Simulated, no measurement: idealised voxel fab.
process module | voxel gate over fins
cross-section cut | 190 nm wide | cells 5 nm
A cross-section is a grid of square cells, given in bands from the top down. A band is one or more rows of cells.
Each band's line starts with the height of the band's top and of its bottom, in nm. Then come its materials from left to right, each with its width in nm. One material with "throughout" fills the band from edge to edge. "air" is empty space.
Height 0 is the level under which the wafer as received is all one material. The lowest band goes on downwards, as in "0 down".
A width such as "30 to 40" changes by the same amount from each row of cells to the next, from the band's top row to its bottom row.
"no change" after a step means that no cell of the cross-section changed.
closed voids: empty space of 8 cells or more with no open way to the top, each as width x height at its distance from the left edge, in nm
after a step's settings: what the simulator itself notes on the step
overlay nm, on a step with a mask: how far to the right of its planned place the mask lay; to the left if negative
plan
1 op RECEIVE | material Si
2 op CONFORMAL_DEP | material SiN | thk nm 5
3 op DIRECTIONAL_DEP | material aC | thk nm 15
4 op PATTERN | tone cover | mask id FINS | material resist | width nm 15 | pitch nm 40 | thk nm 30 | overlay nm 0
5 op DIRECTIONAL_ETCH | etch materials aC | depth nm 15
6 op STRIP | etch materials resist
7 op DIRECTIONAL_ETCH | etch materials SiN | depth nm 5
8 op DIRECTIONAL_ETCH | etch materials Si | depth nm 35
9 op STRIP | etch materials aC
10 op FILL_DEP | material SiO2 | thk nm 15
11 op CMP | height nm 5
12 op SELECTIVE_ETCH | etch materials SiO2 | depth nm 15
13 op STRIP | etch materials SiN
14 op CONFORMAL_DEP | material HfO2 | thk nm 5
15 op CONFORMAL_DEP | material TiN | thk nm 5
16 op FILL_DEP | material W | thk nm 15
17 op CMP | height nm 20
18 op CONFORMAL_DEP | material SiN | thk nm 10
as received, after step 1
  0 down: Si throughout
  closed voids: none
a wafer at the end: this start, this plan, one mistake
  30 to 20: SiN throughout
  20 to 10: W throughout
  10 to 5: TiN throughout
  5 to 0: HfO2 70 | TiN 5 | HfO2 35 | TiN 5 | HfO2 75
  0 to -5: Si 65 | HfO2 5 | TiN 5 | HfO2 5 | Si 25 | HfO2 5 | TiN 5 | HfO2 5 | Si 70
  -5 to -10: Si 65 | HfO2 15 | Si 25 | HfO2 15 | Si 70
  -10 to -35: Si 65 | SiO2 15 | Si 25 | SiO2 15 | Si 70
  -35 down: Si throughout
  closed voids: none
what went wrong: step 4 ran as: op PATTERN | tone open | mask id FINS | material resist | width nm 15 | pitch nm 40 | thk nm 30 | overlay nm 0
